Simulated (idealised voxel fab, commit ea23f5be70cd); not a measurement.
process module | voxel ribs on slabs
cross-section cut | 145 nm wide | cells 5 nm
A cross-section is a grid of square cells, given in bands from the top down. A band is one or more rows of cells.
Each band's line starts with the height of the band's top and of its bottom, in nm. Then come its materials from left to right, each with its width in nm. One material with "throughout" fills the band from edge to edge. "air" is empty space.
Height 0 is the level under which the wafer as received is all one material. The lowest band goes on downwards, as in "0 down".
A width such as "30 to 40" changes by the same amount from each row of cells to the next, from the band's top row to its bottom row.
"no change" after a step means that no cell of the cross-section changed.
closed voids: empty space of 8 cells or more with no open way to the top, each as width x height at its distance from the left edge, in nm
after a step's settings: what the simulator itself notes on the step
overlay nm, on a step with a mask: how far to the right of its planned place the mask lay; to the left if negative
plan
1 op RECEIVE | material Si
2 op DIRECTIONAL_DEP | material SiO2 | thk nm 25
3 op DIRECTIONAL_DEP | material SiN | thk nm 15
4 op PATTERN | tone cover | mask id RIB | material resist | width nm 25 | thk nm 20 | overlay nm 0
5 op DIRECTIONAL_ETCH | etch materials SiN | depth nm 5
6 op STRIP | etch materials resist
7 op PATTERN | tone cover | mask id SLAB | material resist | width nm 85 | thk nm 15 | overlay nm 0
8 op DIRECTIONAL_ETCH | etch materials SiN | depth nm 10
9 op STRIP | etch materials resist
10 op FILL_DEP | material SiO2 | thk nm 15
11 op CMP | height nm 50
12 op DIRECTIONAL_DEP | material W | thk nm 10
13 op PATTERN | tone cover | mask id HEATER | material resist | width nm 35 | thk nm 20 | overlay nm 0
14 op DIRECTIONAL_ETCH | etch materials W | depth nm 10
15 op STRIP | etch materials resist
16 op CONFORMAL_DEP | material SiO2 | thk nm 5
first wafer, as planned
as received, after step 1
  0 down: Si throughout
  closed voids: none
after step 2
  25 to 0: SiO2 throughout
  below 0: unchanged
after step 3
  40 to 25: SiN throughout
  below 25: unchanged
after step 4
  60 to 40: air 60 | resist 25 | air 60
  below 40: unchanged
after step 5
  60 to 40: air 60 | resist 25 | air 60
  40 to 35: air 60 | SiN 25 | air 60
  below 35: unchanged
after step 6
  40 to 35: air 60 | SiN 25 | air 60
  below 35: unchanged
after step 7
  55 to 40: air 30 | resist 85 | air 30
  40 to 35: air 30 | resist 30 | SiN 25 | resist 30 | air 30
  below 35: unchanged
after step 8
  55 to 40: air 30 | resist 85 | air 30
  40 to 35: air 30 | resist 30 | SiN 25 | resist 30 | air 30
  35 to 25: air 30 | SiN 85 | air 30
  below 25: unchanged
after step 9
  40 to 35: air 60 | SiN 25 | air 60
  below 35: unchanged
after step 10
  55 to 40: SiO2 throughout
  40 to 35: SiO2 60 | SiN 25 | SiO2 60
  35 to 25: SiO2 30 | SiN 85 | SiO2 30
  below 25: unchanged
after step 11
  50 to 40: SiO2 throughout
  below 40: unchanged
after step 12
  60 to 50: W throughout
  below 50: unchanged
after step 13
  80 to 60: air 55 | resist 35 | air 55
  below 60: unchanged
after step 14
  80 to 60: air 55 | resist 35 | air 55
  60 to 50: air 55 | W 35 | air 55
  below 50: unchanged
after step 15
  60 to 50: air 55 | W 35 | air 55
  below 50: unchanged
after step 16
  65 to 60: air 50 | SiO2 45 | air 50
  60 to 55: air 50 | SiO2 5 | W 35 | SiO2 5 | air 50
  55 to 50: SiO2 55 | W 35 | SiO2 55
  below 50: unchanged
second wafer: like start, like plan, one mistake. Through step 11 it matches the first wafer
when step 12 should have ended
  60 to 50: SiN throughout
  below 50: unchanged
when step 13 should have ended
  80 to 60: air 55 | resist 35 | air 55
  below 60: unchanged
when step 14 should have ended: no change
when step 15 should have ended
  60 to 50: SiN throughout
  below 50: unchanged
when step 16 should have ended
  65 to 60: SiO2 throughout
  below 60: unchanged
what went wrong: step 12 ran as: op DIRECTIONAL_DEP | material SiN | thk nm 10
at the end the second wafer has, in cells: 58 more of SiN | 4 fewer of SiO2 | 14 fewer of W
